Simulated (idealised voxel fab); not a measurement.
This section sets out a process module, namely voxel air gaps.
Square cells of 5 nm make up the cross-section cut, whose width is 280 nm.
Throughout this document, each cross-section is represented as a grid of square cells and is presented as a sequence of bands enumerated from the top downward, where a band comprises one or more rows of cells. Top height, bottom height, nm. Materials left to right, width each, nm. Single material + "all across" = fills band edge to edge. "air" = empty. Height reference: 0 = level under which incoming wafer is all one material. Lowest band: no bottom, runs on downward, e.g. "from 0 down". Per-row width for "30..40": begins at first number (top row of band), ends at second number (bottom row), increment between rows held constant. A step reported as "nothing altered" is a step in which no cell of the cross-section changed. Empty spaces counting at least 8 cells and having no open way to the top are listed in "Non-vented voids". The notation width x height at distance is used for each, the distance being from the left edge and all three values in nm. If you see something after the settings on a step's line, that's the simulator's own remark about that step. overlay nm: step with mask; distance mask lay right of planned place; negative value = left of planned place.
These are the steps we planned for the process
- 1: RECEIVE with material Si
- 2: CONFORMAL_DEP with material SiO2, thk nm 10
- 3: CONFORMAL_DEP with material SiCN, thk nm 5
- 4: DIRECTIONAL_DEP with material lowk, thk nm 35
- 5: MASKED_ETCH with tone open, mask id LINES, width nm 15, pitch nm 40, etch materials lowk, depth nm 35, overlay nm 0
- 6: CONFORMAL_DEP with material TiN, thk nm 5
- 7: FILL_DEP with material W, thk nm 10
- 8: CMP with height nm 50
- 9: EPI with material Ru, thk nm 10
- 10: SELECTIVE_ETCH with etch materials lowk, depth nm 45
- 11: CONFORMAL_DEP with material SiCN, thk nm 5
Here's what the wafer looked like in cross-section when it arrived - that's after step 1
  from 0 down | Si all across
  Non-vented voids: none
One mistake in running the module, otherwise start and plan as above: cross-section at the end
  from 75 to 70 | SiCN all across
  from 70 to 60 | Ru all across
  from 60 to 55 | W all across
  from 55 to 50 | TiN: 75  W: 5  TiN: 35  W: 5  TiN: 35  W: 5  TiN: 35  W: 5  TiN: 80
  from 50 to 20 | lowk: 70  TiN: 5  W: 5  TiN: 5  lowk: 25  TiN: 5  W: 5  TiN: 5  lowk: 25  TiN: 5  W: 5  TiN: 5  lowk: 25  TiN: 5  W: 5  TiN: 5  lowk: 75
  from 20 to 15 | lowk: 70  TiN: 15  lowk: 25  TiN: 15  lowk: 25  TiN: 15  lowk: 25  TiN: 15  lowk: 75
  from 15 to 10 | SiCN all across
  from 10 to 0 | SiO2 all across
  from 0 down | Si all across
  Non-vented voids: none
Here's what went sideways: in deviation from the planned setting, step 8 was conducted as CMP with height nm 60
